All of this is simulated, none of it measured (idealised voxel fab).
Title: Process Module voxel capacitor over wiring
Section cut is 255 nm wide and gridded with 5 nm square cells.
When this document writes out a cross-section, it uses a grid of square cells and lists it as bands, beginning at the top and moving down, with a band standing for one or more rows of cells. In this notation a band is specified by the heights of its top and bottom, in that order and in nm, after which its materials appear from left to right, each paired with its width in nm. The word "all across" attached to a single material means that material fills the band from edge to edge; the word "empty" stands for empty space. Convention: height 0 is the level below which the wafer, as received, is all one material. The lowest band does not terminate at the bottom but continues downward, represented as "z 0 and below". Width spec "30..40" -> top row of cells at first value, bottom row at second value, equal per-row change in between. For the purposes of this document, the phrase "stayed the same" attached to a step denotes that no cell within the cross-section was modified by that step. What "Unvented internal voids" gives you is every empty space of 8 cells or more that is cut off from the top. Each appears as width x height at distance, with the distance taken from the left edge and width, height and distance all in nm. On each step's line, the part that comes after the settings is the simulator's own comment on the step. The setting "overlay nm" may be written on the line of a step. When the step uses a mask, the value reports how far to the right of the planned place the mask lay, and a negative value reports that it lay to the left.
Process steps - plan
| 1 | RECEIVE,material Si |
| 2 | CONFORMAL_DEP,material SiO2,thk nm 15 |
| 3 | DIRECTIONAL_DEP,material TiN,thk nm 5 |
| 4 | DIRECTIONAL_DEP,material W,thk nm 20 |
| 5 | MASKED_ETCH,tone cover,mask id METAL_1,width nm 20,pitch nm 85,etch materials W,depth nm 20,overlay nm 0 |
| 6 | MASKED_ETCH,tone cover,mask id METAL_1,width nm 20,pitch nm 85,etch materials TiN,depth nm 5,overlay nm 0 |
| 7 | FILL_DEP,material lowk,thk nm 5 |
| 8 | CMP,height nm 40 |
| 9 | CONFORMAL_DEP,material SiCN,thk nm 5 |
| 10 | DIRECTIONAL_DEP,material lowk,thk nm 10 |
| 11 | DIRECTIONAL_DEP,material aC,thk nm 10 |
| 12 | PATTERN,tone open,mask id PLUG_1,material resist,width nm 15,thk nm 30,overlay nm 0 |
| 13 | DIRECTIONAL_ETCH,etch materials aC,depth nm 10 |
| 14 | STRIP,etch materials resist |
| 15 | DIRECTIONAL_ETCH,etch materials lowk,depth nm 10 |
| 16 | DIRECTIONAL_ETCH,etch materials SiCN,depth nm 5 |
| 17 | STRIP,etch materials aC |
| 18 | EPI,material Ru,thk nm 10 |
| 19 | EPI,material Ru,thk nm 5 |
| 20 | DIRECTIONAL_DEP,material TiN,thk nm 10 |
| 21 | DIRECTIONAL_DEP,material Al2O3,thk nm 5 |
| 22 | DIRECTIONAL_DEP,material TiN,thk nm 5 |
| 23 | DIRECTIONAL_DEP,material aC,thk nm 10 |
| 24 | PATTERN,tone cover,mask id UPPER_PLATE,material resist,width nm 70,thk nm 25,overlay nm 0 |
| 25 | DIRECTIONAL_ETCH,etch materials aC,depth nm 10 |
| 26 | STRIP,etch materials resist |
| 27 | DIRECTIONAL_ETCH,etch materials TiN,depth nm 5 |
| 28 | DIRECTIONAL_ETCH,etch materials Al2O3,depth nm 5 |
| 29 | STRIP,etch materials aC |
| 30 | DIRECTIONAL_DEP,material aC,thk nm 15 |
| 31 | PATTERN,tone cover,mask id LOWER_PLATE,material resist,width nm 80,thk nm 35,overlay nm 0 |
| 32 | DIRECTIONAL_ETCH,etch materials aC,depth nm 15 |
| 33 | STRIP,etch materials resist |
| 34 | DIRECTIONAL_ETCH,etch materials TiN,depth nm 10 |
| 35 | STRIP,etch materials aC |
| 36 | FILL_DEP,material SiO2,thk nm 15 |
| 37 | CMP,height nm 85 |
| 38 | MASKED_ETCH,tone open,mask id PLUG_2,width nm 15,etch materials SiO2,depth nm 10,overlay nm 0 |
| 39 | CONFORMAL_DEP,material TiN,thk nm 5 |
| 40 | FILL_DEP,material W,thk nm 5 |
| 41 | CMP,height nm 85 |
| 42 | CONFORMAL_DEP,material SiN,thk nm 5 |
Wafer cross-section on receipt, i.e. after step 1
* z 0 and below = Si all across
* Unvented internal voids: none
Wafer cross-section at module end: first of two, run to plan
* z 90 to 85 = SiN all across
* z 85 to 80 = SiO2 90, then TiN 5, then W 5, then TiN 5, then SiO2 150
* z 80 to 70 = SiO2 90..80, then TiN 15..70, then SiO2 150..105
* z 70 to 65 = SiO2 80, then Al2O3 70, then SiO2 105
* z 65 to 55 = SiO2 75, then TiN 80, then SiO2 100
* z 55 to 45 = lowk 80, then Ru 15, then lowk 160
* z 45 to 40 = SiCN 80, then Ru 15, then SiCN 160
* z 40 to 20 = lowk 75, then W 20, then lowk 65, then W 20, then lowk 75
* z 20 to 15 = lowk 75, then TiN 20, then lowk 65, then TiN 20, then lowk 75
* z 15 to 0 = SiO2 all across
* z 0 and below = Si all across
* Unvented internal voids: none
Here is the second of the two wafers cut open at the end of the module - same start, same plan as the first one, but we made one mistake running it
* z 90 to 85 = SiN all across
* z 85 to 80 = SiO2 90, then TiN 5, then W 5, then TiN 5, then SiO2 150
* z 80 to 70 = SiO2 90..95, then TiN 15..55, then SiO2 150..105
* z 70 to 65 = SiO2 95, then Al2O3 55, then SiO2 105
* z 65 to 60 = SiO2 75, then TiN 5, then SiO2 15, then TiN 60, then SiO2 100
* z 60 to 55 = SiO2 75, then TiN 80, then SiO2 100
* z 55 to 50 = lowk 80, then Al2O3 15, then lowk 160
* z 50 to 45 = lowk 80, then TiN 15, then lowk 160
* z 45 to 40 = SiCN 80, then TiN 15, then SiCN 160
* z 40 to 20 = W 75, then lowk 20, then W 65, then lowk 20, then W 75
* z 20 to 15 = TiN all across
* z 15 to 0 = SiO2 all across
* z 0 and below = Si all across
* Unvented internal voids: none
Diagnosis: not per plan at step 5, really ran MASKED_ETCH,tone open,mask id METAL_1,width nm 20,pitch nm 85,etch materials W,depth nm 20,overlay nm 0
Final cells, second wafer relative to first, materials higher or lower: Ru: 9 fewer, SiO2: 9 more, TiN: 43 more, W: 140 more, lowk: 183 fewer
